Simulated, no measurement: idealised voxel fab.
process module | voxel quadruple lines
cross-section cut | 245 nm wide | cells 5 nm
A cross-section is a grid of square cells, given in bands from the top down. A band is one or more rows of cells.
Each band's line starts with the height of the band's top and of its bottom, in nm. Then come its materials from left to right, each with its width in nm. One material with "throughout" fills the band from edge to edge. "air" is empty space.
Height 0 is the level under which the wafer as received is all one material. The lowest band goes on downwards, as in "0 down".
A width such as "30 to 40" changes by the same amount from each row of cells to the next, from the band's top row to its bottom row.
"no change" after a step means that no cell of the cross-section changed.
closed voids: empty space of 8 cells or more with no open way to the top, each as width x height at its distance from the left edge, in nm
after a step's settings: what the simulator itself notes on the step
overlay nm, on a step with a mask: how far to the right of its planned place the mask lay; to the left if negative
plan
1 op RECEIVE | material Si
2 op CONFORMAL_DEP | material Al2O3 | thk nm 5
3 op DIRECTIONAL_DEP | material TiN | thk nm 10
4 op DIRECTIONAL_DEP | material polySi | thk nm 20
5 op DIRECTIONAL_DEP | material aC | thk nm 25
6 op PATTERN | tone cover | mask id MANDREL | material resist | width nm 35 | pitch nm 100 | thk nm 30 | overlay nm 0
7 op DIRECTIONAL_ETCH | etch materials aC | depth nm 25
8 op STRIP | etch materials resist
9 op CONFORMAL_DEP | material SiO2 | thk nm 15
10 op DIRECTIONAL_ETCH | etch materials SiO2 | depth nm 15
11 op STRIP | etch materials aC
12 op DIRECTIONAL_ETCH | etch materials polySi | depth nm 20
13 op STRIP | etch materials SiO2
14 op CONFORMAL_DEP | material SiCN | thk nm 10
15 op DIRECTIONAL_ETCH | etch materials SiCN | depth nm 10
16 op STRIP | etch materials polySi
17 op DIRECTIONAL_ETCH | etch materials TiN | depth nm 10
18 op STRIP | etch materials SiCN
as received, after step 1
  0 down: Si throughout
  closed voids: none
first wafer at the end, as planned
  15 to 5: air 30 | TiN 10 | air 15 | TiN 10 | air 15 | TiN 10 | air 15 | TiN 10 | air 15 | TiN 10 | air 15 | TiN 10 | air 15 | TiN 10 | air 15 | TiN 10 | air 30
  5 to 0: Al2O3 throughout
  0 down: Si throughout
  closed voids: none
second wafer at the end: like start, like plan, one mistake
  15 to 5: air 25 | TiN 10 | air 15 | TiN 10 | air 25 | TiN 10 | air 15 | TiN 10 | air 5 | TiN 10 | air 15 | TiN 10 | air 25 | TiN 10 | air 15 | TiN 10 | air 25
  5 to 0: Al2O3 throughout
  0 down: Si throughout
  closed voids: none
what went wrong: step 6 ran as: op PATTERN | tone cover | mask id MANDREL | material resist | width nm 45 | pitch nm 100 | thk nm 30 | overlay nm 0
at the end the second wafer has, in cells: as many of each material as the first, in other places
